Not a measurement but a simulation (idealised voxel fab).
process module | voxel spacer lines
cross-section cut | 160 nm wide | cells 5 nm
A cross-section is a grid of square cells, given in bands from the top down. A band is one or more rows of cells.
Each band's line starts with the height of the band's top and of its bottom, in nm. Then come its materials from left to right, each with its width in nm. One material with "throughout" fills the band from edge to edge. "air" is empty space.
Height 0 is the level under which the wafer as received is all one material. The lowest band goes on downwards, as in "0 down".
A width such as "30 to 40" changes by the same amount from each row of cells to the next, from the band's top row to its bottom row.
"no change" after a step means that no cell of the cross-section changed.
closed voids: empty space of 8 cells or more with no open way to the top, each as width x height at its distance from the left edge, in nm
after a step's settings: what the simulator itself notes on the step
overlay nm, on a step with a mask: how far to the right of its planned place the mask lay; to the left if negative
plan
1 op RECEIVE | material Si
2 op CONFORMAL_DEP | material Al2O3 | thk nm 5
3 op DIRECTIONAL_DEP | material W | thk nm 15
4 op DIRECTIONAL_DEP | material aC | thk nm 20
5 op PATTERN | tone cover | mask id MANDREL | material resist | width nm 20 | pitch nm 60 | thk nm 25 | overlay nm 0
6 op DIRECTIONAL_ETCH | etch materials aC | depth nm 20
7 op STRIP | etch materials resist
8 op CONFORMAL_DEP | material SiO2 | thk nm 10
9 op DIRECTIONAL_ETCH | etch materials SiO2 | depth nm 10
10 op STRIP | etch materials aC
11 op DIRECTIONAL_ETCH | etch materials W | depth nm 15
12 op STRIP | etch materials SiO2
as received, after step 1
  0 down: Si throughout
  closed voids: none
a wafer at the end: this start, this plan, one mistake
  20 to 5: air 30 | W 10 | air 20 | W 10 | air 20 | W 10 | air 20 | W 10 | air 30
  5 to 0: aC throughout
  0 down: Si throughout
  closed voids: none
what went wrong: step 2 ran as: op CONFORMAL_DEP | material aC | thk nm 5
